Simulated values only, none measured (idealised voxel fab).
process module | voxel double patterning
cross-section cut | 160 nm wide | cells 5 nm
A cross-section is a grid of square cells, given in bands from the top down. A band is one or more rows of cells.
Each band's line starts with the height of the band's top and of its bottom, in nm. Then come its materials from left to right, each with its width in nm. One material with "throughout" fills the band from edge to edge. "air" is empty space.
Height 0 is the level under which the wafer as received is all one material. The lowest band goes on downwards, as in "0 down".
A width such as "30 to 40" changes by the same amount from each row of cells to the next, from the band's top row to its bottom row.
"no change" after a step means that no cell of the cross-section changed.
closed voids: empty space of 8 cells or more with no open way to the top, each as width x height at its distance from the left edge, in nm
after a step's settings: what the simulator itself notes on the step
overlay nm, on a step with a mask: how far to the right of its planned place the mask lay; to the left if negative
plan
1 op RECEIVE | material Si
2 op CONFORMAL_DEP | material SiO2 | thk nm 10
3 op DIRECTIONAL_DEP | material W | thk nm 10
4 op DIRECTIONAL_DEP | material SiCN | thk nm 5
5 op DIRECTIONAL_DEP | material aC | thk nm 15
6 op PATTERN | tone open | mask id FIRST | material resist | width nm 15 | pitch nm 50 | thk nm 30 | overlay nm 0
7 op DIRECTIONAL_ETCH | etch materials aC | depth nm 15
8 op STRIP | etch materials resist
9 op DIRECTIONAL_ETCH | etch materials SiCN | depth nm 5
10 op STRIP | etch materials aC
11 op DIRECTIONAL_DEP | material aC | thk nm 10
12 op PATTERN | tone open | mask id SECOND | material resist | width nm 15 | pitch nm 50 | thk nm 30 | overlay nm 0
13 op DIRECTIONAL_ETCH | etch materials aC | depth nm 10
14 op STRIP | etch materials resist
15 op DIRECTIONAL_ETCH | etch materials SiCN | depth nm 5
16 op STRIP | etch materials aC
17 op DIRECTIONAL_ETCH | etch materials W | depth nm 10
18 op STRIP | etch materials SiCN
first wafer, as planned
as received, after step 1
  0 down: Si throughout
  closed voids: none
after step 2
  10 to 0: SiO2 throughout
  below 0: unchanged
after step 3
  20 to 10: W throughout
  below 10: unchanged
after step 4
  25 to 20: SiCN throughout
  below 20: unchanged
after step 5
  40 to 25: aC throughout
  below 25: unchanged
after step 6
  70 to 40: resist 20 | air 15 | resist 35 | air 15 | resist 35 | air 15 | resist 25
  below 40: unchanged
after step 7
  55 to 40: resist 20 | air 15 | resist 35 | air 15 | resist 35 | air 15 | resist 25
  40 to 25: aC 20 | air 15 | aC 35 | air 15 | aC 35 | air 15 | aC 25
  below 25: unchanged
after step 8
  40 to 25: aC 20 | air 15 | aC 35 | air 15 | aC 35 | air 15 | aC 25
  below 25: unchanged
after step 9
  40 to 25: aC 20 | air 15 | aC 35 | air 15 | aC 35 | air 15 | aC 25
  25 to 20: SiCN 20 | air 15 | SiCN 35 | air 15 | SiCN 35 | air 15 | SiCN 25
  below 20: unchanged
after step 10
  25 to 20: SiCN 20 | air 15 | SiCN 35 | air 15 | SiCN 35 | air 15 | SiCN 25
  below 20: unchanged
after step 11
  35 to 30: aC 20 | air 15 | aC 35 | air 15 | aC 35 | air 15 | aC 25
  30 to 25: aC throughout
  25 to 20: SiCN 20 | aC 15 | SiCN 35 | aC 15 | SiCN 35 | aC 15 | SiCN 25
  below 20: unchanged
after step 12
  65 to 35: resist 45 | air 15 | resist 35 | air 15 | resist 50
  35 to 30: aC 20 | resist 15 | aC 35 | resist 15 | aC 35 | resist 15 | aC 25
  below 30: unchanged
after step 13
  55 to 35: resist 45 | air 15 | resist 35 | air 15 | resist 50
  35 to 30: aC 20 | resist 15 | aC 10 | air 15 | aC 10 | resist 15 | aC 10 | air 15 | aC 10 | resist 15 | aC 25
  30 to 25: aC 45 | air 15 | aC 35 | air 15 | aC 50
  below 25: unchanged
after step 14
  35 to 30: aC 20 | air 15 | aC 10 | air 15 | aC 10 | air 15 | aC 10 | air 15 | aC 10 | air 15 | aC 25
  below 30: unchanged
after step 15
  35 to 30: aC 20 | air 15 | aC 10 | air 15 | aC 10 | air 15 | aC 10 | air 15 | aC 10 | air 15 | aC 25
  30 to 25: aC 45 | air 15 | aC 35 | air 15 | aC 50
  25 to 20: SiCN 20 | aC 15 | SiCN 10 | air 15 | SiCN 10 | aC 15 | SiCN 10 | air 15 | SiCN 10 | aC 15 | SiCN 25
  below 20: unchanged
after step 16
  25 to 20: SiCN 20 | air 15 | SiCN 10 | air 15 | SiCN 10 | air 15 | SiCN 10 | air 15 | SiCN 10 | air 15 | SiCN 25
  below 20: unchanged
after step 17
  25 to 20: SiCN 20 | air 15 | SiCN 10 | air 15 | SiCN 10 | air 15 | SiCN 10 | air 15 | SiCN 10 | air 15 | SiCN 25
  20 to 10: W 20 | air 15 | W 10 | air 15 | W 10 | air 15 | W 10 | air 15 | W 10 | air 15 | W 25
  below 10: unchanged
after step 18
  20 to 10: W 20 | air 15 | W 10 | air 15 | W 10 | air 15 | W 10 | air 15 | W 10 | air 15 | W 25
  below 10: unchanged
second wafer: like start, like plan, one mistake. Through step 5 it matches the first wafer
when step 6 should have ended
  70 to 40: resist 20 | air 20 | resist 30 | air 20 | resist 30 | air 20 | resist 20
  below 40: unchanged
when step 7 should have ended
  55 to 40: resist 20 | air 20 | resist 30 | air 20 | resist 30 | air 20 | resist 20
  40 to 25: aC 20 | air 20 | aC 30 | air 20 | aC 30 | air 20 | aC 20
  below 25: unchanged
when step 8 should have ended
  40 to 25: aC 20 | air 20 | aC 30 | air 20 | aC 30 | air 20 | aC 20
  below 25: unchanged
when step 9 should have ended
  40 to 25: aC 20 | air 20 | aC 30 | air 20 | aC 30 | air 20 | aC 20
  25 to 20: SiCN 20 | air 20 | SiCN 30 | air 20 | SiCN 30 | air 20 | SiCN 20
  below 20: unchanged
when step 10 should have ended
  25 to 20: SiCN 20 | air 20 | SiCN 30 | air 20 | SiCN 30 | air 20 | SiCN 20
  below 20: unchanged
when step 11 should have ended
  35 to 30: aC 20 | air 20 | aC 30 | air 20 | aC 30 | air 20 | aC 20
  30 to 25: aC throughout
  25 to 20: SiCN 20 | aC 20 | SiCN 30 | aC 20 | SiCN 30 | aC 20 | SiCN 20
  below 20: unchanged
when step 12 should have ended
  65 to 35: resist 45 | air 15 | resist 35 | air 15 | resist 50
  35 to 30: aC 20 | resist 20 | aC 30 | resist 20 | aC 30 | resist 20 | aC 20
  below 30: unchanged
when step 13 should have ended
  55 to 35: resist 45 | air 15 | resist 35 | air 15 | resist 50
  35 to 30: aC 20 | resist 20 | aC 5 | air 15 | aC 10 | resist 20 | aC 5 | air 15 | aC 10 | resist 20 | aC 20
  30 to 25: aC 45 | air 15 | aC 35 | air 15 | aC 50
  below 25: unchanged
when step 14 should have ended
  35 to 30: aC 20 | air 20 | aC 5 | air 15 | aC 10 | air 20 | aC 5 | air 15 | aC 10 | air 20 | aC 20
  below 30: unchanged
when step 15 should have ended
  35 to 30: aC 20 | air 20 | aC 5 | air 15 | aC 10 | air 20 | aC 5 | air 15 | aC 10 | air 20 | aC 20
  30 to 25: aC 45 | air 15 | aC 35 | air 15 | aC 50
  25 to 20: SiCN 20 | aC 20 | SiCN 5 | air 15 | SiCN 10 | aC 20 | SiCN 5 | air 15 | SiCN 10 | aC 20 | SiCN 20
  below 20: unchanged
when step 16 should have ended
  25 to 20: SiCN 20 | air 20 | SiCN 5 | air 15 | SiCN 10 | air 20 | SiCN 5 | air 15 | SiCN 10 | air 20 | SiCN 20
  below 20: unchanged
when step 17 should have ended
  25 to 20: SiCN 20 | air 20 | SiCN 5 | air 15 | SiCN 10 | air 20 | SiCN 5 | air 15 | SiCN 10 | air 20 | SiCN 20
  20 to 10: W 20 | air 20 | W 5 | air 15 | W 10 | air 20 | W 5 | air 15 | W 10 | air 20 | W 20
  below 10: unchanged
when step 18 should have ended
  20 to 10: W 20 | air 20 | W 5 | air 15 | W 10 | air 20 | W 5 | air 15 | W 10 | air 20 | W 20
  below 10: unchanged
what went wrong: step 6 ran as: op PATTERN | tone open | mask id FIRST | material resist | width nm 20 | pitch nm 50 | thk nm 30 | overlay nm 0
at the end the second wafer has, in cells: 6 fewer of W
